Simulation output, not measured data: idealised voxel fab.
The name of this process module is voxel tone inversion.
Shown is cross-section cut, with a width of 170 nm and square cells of size 5 nm.
Each cross-section below is a grid of square cells, stated as bands in top-down order, with one or more rows of cells making up each band. For a band, the entry starts with two heights in nm, that of the top and then that of the bottom, and carries on with the band's materials in order from left to right, each alongside its width in nm; the word "everywhere" beside a single material means it fills the band edge to edge, and "air" means empty space. Height reference: 0 = level under which incoming wafer is all one material. Lowest band: no bottom, runs on downward, e.g. "0..down". It should be noted that a width expressed as "30..40" varies in equal increments from row to row of cells within the band, taking the value of the first number at the top row and that of the second number at the bottom row. For the purposes of this document, the phrase "changes: none" attached to a step denotes that no cell within the cross-section was modified by that step. The entry titled "Voids lacking openings" provides the empty spaces that have no open way to the top, restricted to those of 8 cells or more. Each is presented as width x height at distance, the distance being measured from the left edge, with all three in nm. Read whatever lies past the settings on a step's line as the simulator's own remark about the step. "overlay nm" answers the question of how far to the right of plan the mask lay on a step that has a mask, and when it is negative the answer is to the left.
This section lists the process steps that were planned:
1. RECEIVE [material Si]
2. CONFORMAL_DEP [material SiN] [thk nm 5]
3. DIRECTIONAL_DEP [material aC] [thk nm 15]
4. PATTERN [tone cover] [mask id POSTS] [material resist] [width nm 20] [pitch nm 40] [thk nm 20] [overlay nm 0]
5. DIRECTIONAL_ETCH [etch materials aC] [depth nm 15]
6. STRIP [etch materials resist]
7. FILL_DEP [material SiO2] [thk nm 5]
8. CMP [height nm 20]
9. STRIP [etch materials aC]
What follows covers the first of two wafers; it ran as planned:
So this is the incoming wafer in cross-section - it's already been through step 1:
* 0..down | Si everywhere
* Voids lacking openings: none
You're looking at a cross-section of the wafer after step 2:
* 5..0 | SiN everywhere
* Below a height of 0, the structure has not been altered.
You're looking at a cross-section of the wafer after step 3:
* 20..5 | aC everywhere
* Below a height of 5, the structure has not been altered.
You're looking at a cross-section of the wafer after step 4:
* 40..20 | air 15 / resist 20 / air 20 / resist 20 / air 20 / resist 20 / air 20 / resist 20 / air 15
* Below a height of 20, the structure has not been altered.
You're looking at a cross-section of the wafer after step 5:
* 25..20 | air 15 / resist 20 / air 20 / resist 20 / air 20 / resist 20 / air 20 / resist 20 / air 15
* 20..5 | air 15 / aC 20 / air 20 / aC 20 / air 20 / aC 20 / air 20 / aC 20 / air 15
* Below a height of 5, the structure has not been altered.
You're looking at a cross-section of the wafer after step 6:
* 20..5 | air 15 / aC 20 / air 20 / aC 20 / air 20 / aC 20 / air 20 / aC 20 / air 15
* Below a height of 5, the structure has not been altered.
You're looking at a cross-section of the wafer after step 7:
* 25..20 | SiO2 everywhere
* 20..5 | SiO2 15 / aC 20 / SiO2 20 / aC 20 / SiO2 20 / aC 20 / SiO2 20 / aC 20 / SiO2 15
* Below a height of 5, the structure has not been altered.
You're looking at a cross-section of the wafer after step 8:
* 20..5 | SiO2 15 / aC 20 / SiO2 20 / aC 20 / SiO2 20 / aC 20 / SiO2 20 / aC 20 / SiO2 15
* Below a height of 5, the structure has not been altered.
You're looking at a cross-section of the wafer after step 9:
* 20..5 | SiO2 15 / air 20 / SiO2 20 / air 20 / SiO2 20 / air 20 / SiO2 20 / air 20 / SiO2 15
* Below a height of 5, the structure has not been altered.
Second of two: same start, same plan, one run error; steps up to and including 5 match the first:
What the second wafer looks like in cross-section when step 6 should have wrapped up:
* 20..5 | air 15 / aC 20 / air 20 / aC 20 / air 20 / aC 20 / air 20 / aC 20 / air 15
* Below a height of 5, the structure has not been altered.
What the second wafer looks like in cross-section when step 7 should have wrapped up:
* 25..20 | SiO2 everywhere
* 20..5 | SiO2 15 / aC 20 / SiO2 20 / aC 20 / SiO2 20 / aC 20 / SiO2 20 / aC 20 / SiO2 15
* Below a height of 5, the structure has not been altered.
What the second wafer looks like in cross-section when step 8 should have wrapped up:
* 20..5 | SiO2 15 / aC 20 / SiO2 20 / aC 20 / SiO2 20 / aC 20 / SiO2 20 / aC 20 / SiO2 15
* Below a height of 5, the structure has not been altered.
What the second wafer looks like in cross-section when step 9 should have wrapped up:
* 20..5 | SiO2 15 / air 20 / SiO2 20 / air 20 / SiO2 20 / air 20 / SiO2 20 / air 20 / SiO2 15
* Below a height of 5, the structure has not been altered.
Diagnosis: plan step 6 ran twice
Honestly, by the end the two wafers have the same cross-section, so the mistake just doesn't show up in what this model computes.
